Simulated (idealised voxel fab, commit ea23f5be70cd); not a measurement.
Module name: voxel capacitor over wiring (process module)
The figure presents cross-section cut, which has a width of 195 nm and is divided into square cells with an edge length of 5 nm.
A cross-section is a grid of square cells, given in bands from the top down. A band is one or more rows of cells. What a band's entry tells you: where the top is and where the bottom is, as heights in nm, and after that what lies inside, material by material from left to right, each with its width in nm. Empty space is written as the word "empty", and a single material marked with the word "full width" occupies the band from edge to edge. We count height from 0. Below that, the starting wafer is all one material. The lowest band never ends at the bottom but goes on down; see "0 -> down" for how that is written. Width: "30..40" (first number = top row, second number = bottom row, same change from row to row of cells). The cross-section has no changed cell in any step marked "no alteration". "Encapsulated voids": sealed empty spaces, 8 cells or more, no open way to top, listed width x height at distance, with distance from the left edge and width, height and distance in nm. Note: text after step settings on the step line = simulator remark on that step. "overlay nm", when on a step's line for a step with a mask, measures how far to the right of its planned place the mask lay; a negative measure means to the left.
The process steps that were planned are listed below:
step 1: RECEIVE [material Si]
step 2: CONFORMAL_DEP [material SiO2] [thk nm 15]
step 3: DIRECTIONAL_DEP [material TiN] [thk nm 5]
step 4: DIRECTIONAL_DEP [material W] [thk nm 15]
step 5: DIRECTIONAL_DEP [material aC] [thk nm 15]
step 6: PATTERN [tone cover] [mask id METAL_1] [material resist] [width nm 20] [pitch nm 75] [thk nm 35] [overlay nm 0]
step 7: DIRECTIONAL_ETCH [etch materials aC] [depth nm 15]
step 8: STRIP [etch materials resist]
step 9: DIRECTIONAL_ETCH [etch materials W] [depth nm 15]
step 10: DIRECTIONAL_ETCH [etch materials TiN] [depth nm 5]
step 11: STRIP [etch materials aC]
step 12: CONFORMAL_DEP [material SiCN] [thk nm 5]
step 13: FILL_DEP [material lowk] [thk nm 5]
step 14: CMP [height nm 35]
step 15: CONFORMAL_DEP [material SiCN] [thk nm 5]
step 16: DIRECTIONAL_DEP [material lowk] [thk nm 10]
step 17: DIRECTIONAL_DEP [material aC] [thk nm 15]
step 18: PATTERN [tone open] [mask id PLUG_1] [material resist] [width nm 15] [thk nm 35] [overlay nm 0]
step 19: DIRECTIONAL_ETCH [etch materials aC] [depth nm 15]
step 20: STRIP [etch materials resist]
step 21: DIRECTIONAL_ETCH [etch materials lowk] [depth nm 10]
step 22: DIRECTIONAL_ETCH [etch materials SiCN] [depth nm 5]
step 23: STRIP [etch materials aC]
step 24: EPI [material Ru] [thk nm 10]
step 25: EPI [material Ru] [thk nm 5]
step 26: DIRECTIONAL_DEP [material TiN] [thk nm 5]
step 27: DIRECTIONAL_DEP [material Al2O3] [thk nm 5]
step 28: DIRECTIONAL_DEP [material TiN] [thk nm 10]
step 29: MASKED_ETCH [tone cover] [mask id UPPER_PLATE] [width nm 60] [etch materials TiN] [depth nm 10] [overlay nm 0]
step 30: MASKED_ETCH [tone cover] [mask id UPPER_PLATE] [width nm 60] [etch materials Al2O3] [depth nm 5] [overlay nm 0]
step 31: DIRECTIONAL_DEP [material aC] [thk nm 15]
step 32: PATTERN [tone cover] [mask id LOWER_PLATE] [material resist] [width nm 70] [thk nm 30] [overlay nm 0]
step 33: DIRECTIONAL_ETCH [etch materials aC] [depth nm 15]
step 34: STRIP [etch materials resist]
step 35: DIRECTIONAL_ETCH [etch materials TiN] [depth nm 5]
step 36: STRIP [etch materials aC]
step 37: FILL_DEP [material SiO2] [thk nm 20]
step 38: CMP [height nm 85]
step 39: MASKED_ETCH [tone open] [mask id PLUG_2] [width nm 15] [etch materials SiO2] [depth nm 15] [overlay nm 0]
step 40: CONFORMAL_DEP [material TiN] [thk nm 5]
step 41: FILL_DEP [material Cu] [thk nm 5]
step 42: CMP [height nm 85]
step 43: CONFORMAL_DEP [material SiCN] [thk nm 5]
Cross-section: wafer on arrival = after step 1:
0 -> down  Si full width
Encapsulated voids: none
Final wafer profile in cross-section after the module, from the same start and plan as above, with one mistake made during processing:
90 -> 85  SiCN full width
85 -> 75  SiO2: 65; TiN: 5; Cu: 5; TiN: 5; SiO2: 115
75 -> 70  SiO2: 65; TiN: 15; SiO2: 115
70 -> 60  SiO2: 55; TiN: 60; SiO2: 80
60 -> 55  SiO2: 45; Al2O3: 70; SiO2: 80
55 -> 50  SiO2: 45; TiN: 75; SiO2: 75
50 -> 40  lowk: 55; Ru: 15; lowk: 125
40 -> 35  SiCN: 55; Ru: 15; SiCN: 125
35 -> 20  lowk: 45; SiCN: 5; W: 20; SiCN: 5; lowk: 45; SiCN: 5; W: 20; SiCN: 5; lowk: 45
20 -> 15  SiCN: 50; TiN: 20; SiCN: 55; TiN: 20; SiCN: 50
15 -> 0  SiO2 full width
0 -> down  Si full width
Encapsulated voids: none
Heads up, the wafer didn't run the way we planned it: planned and actual differ for step 30; actual: MASKED_ETCH [tone cover] [mask id UPPER_PLATE] [width nm 60] [etch materials Al2O3] [depth nm 5] [overlay nm -10]
